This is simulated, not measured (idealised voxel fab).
The document below concerns the process module designated voxel air gaps.
Cross-sectional view cut (width: 215 nm; square cell size: 5 nm).
Each cross-section below is a grid of square cells, stated as bands in top-down order, with one or more rows of cells making up each band. Band: top and bottom heights (nm) first, top before bottom; then materials from left to right, widths in nm. "all across" marks a sole material filling the band edge to edge. "air" denotes empty space. Height is counted from the level 0, under which the received wafer is composed throughout of one material. The lowest of the bands is not closed at the bottom but continues downward, in the notation "0 -> down". Quick explanation for "30->40": the width changes in equal steps down the rows of cells, from the first number in the band's top row to the second number in its bottom row. For the purposes of this document, the phrase "no change occurred" attached to a step denotes that no cell within the cross-section was modified by that step. Look at "Voids, enclosed" for the closed voids: empty spaces with no open path to the top, sized 8 cells or up. Each is width x height at distance, distance from the left edge, all nm. Anything after a step's settings on that line? It's the simulator's own note about the step. What "overlay nm" on a step's line means: if the step has a mask, that mask lay this far to the right of its planned place, or, when the value is negative, to the left.
List of planned process steps:
1: RECEIVE [material Si]
2: CONFORMAL_DEP [material SiO2] [thk nm 10]
3: CONFORMAL_DEP [material SiN] [thk nm 5]
4: DIRECTIONAL_DEP [material SiO2] [thk nm 40]
5: DIRECTIONAL_DEP [material aC] [thk nm 10]
6: PATTERN [tone open] [mask id LINES] [material resist] [width nm 20] [pitch nm 45] [thk nm 25] [overlay nm 0]
7: DIRECTIONAL_ETCH [etch materials aC] [depth nm 10]
8: STRIP [etch materials resist]
9: DIRECTIONAL_ETCH [etch materials SiO2] [depth nm 40]
10: STRIP [etch materials aC]
11: CONFORMAL_DEP [material TiN] [thk nm 5]
12: FILL_DEP [material Ru] [thk nm 5]
13: CMP [height nm 55]
14: EPI [material Ru] [thk nm 10]
15: SELECTIVE_ETCH [etch materials SiO2] [depth nm 50]
16: CONFORMAL_DEP [material SiN] [thk nm 5]
So this is the incoming wafer in cross-section - it's already been through step 1:
- 0 -> down: Si all across
- Voids, enclosed: none
First of two wafers at the end of the module, shown in cross-section; run carried out as planned:
- 70 -> 65: 15 air | 185 SiN | 15 air
- 65 -> 55: 15 air | 5 SiN | 40 Ru | 5 SiN | 40 Ru | 5 SiN | 40 Ru | 5 SiN | 40 Ru | 5 SiN | 15 air
- 55 -> 50: 15 air | 15 SiN | 5 TiN | 10 Ru | 5 TiN | 25 SiN | 5 TiN | 10 Ru | 5 TiN | 25 SiN | 5 TiN | 10 Ru | 5 TiN | 25 SiN | 5 TiN | 10 Ru | 5 TiN | 15 SiN | 15 air
- 50 -> 20: 25 air | 5 SiN | 5 TiN | 10 Ru | 5 TiN | 5 SiN | 15 air | 5 SiN | 5 TiN | 10 Ru | 5 TiN | 5 SiN | 15 air | 5 SiN | 5 TiN | 10 Ru | 5 TiN | 5 SiN | 15 air | 5 SiN | 5 TiN | 10 Ru | 5 TiN | 5 SiN | 25 air
- 20 -> 15: 30 SiN | 20 TiN | 25 SiN | 20 TiN | 25 SiN | 20 TiN | 25 SiN | 20 TiN | 30 SiN
- 15 -> 10: SiN all across
- 10 -> 0: SiO2 all across
- 0 -> down: Si all across
- Voids, enclosed: 15 x 30 at 55; 15 x 30 at 100; 15 x 30 at 145
Second wafer at the end: like start, like plan, one mistake:
- 60 -> 50: SiN all across
- 50 -> 0: SiO2 all across
- 0 -> down: Si all across
- Voids, enclosed: none
What broke from the plan during processing? plan vs actual: 3 and 4 interchanged
In the final state, the cell counts of the second wafer exceed or fall short of those of the first for the following materials: Ru: 120 fewer | SiN: 100 fewer | SiO2: 344 more | TiN: 72 fewer
The final tally of closed voids stands at 3 on the first wafer and 0 on the second.
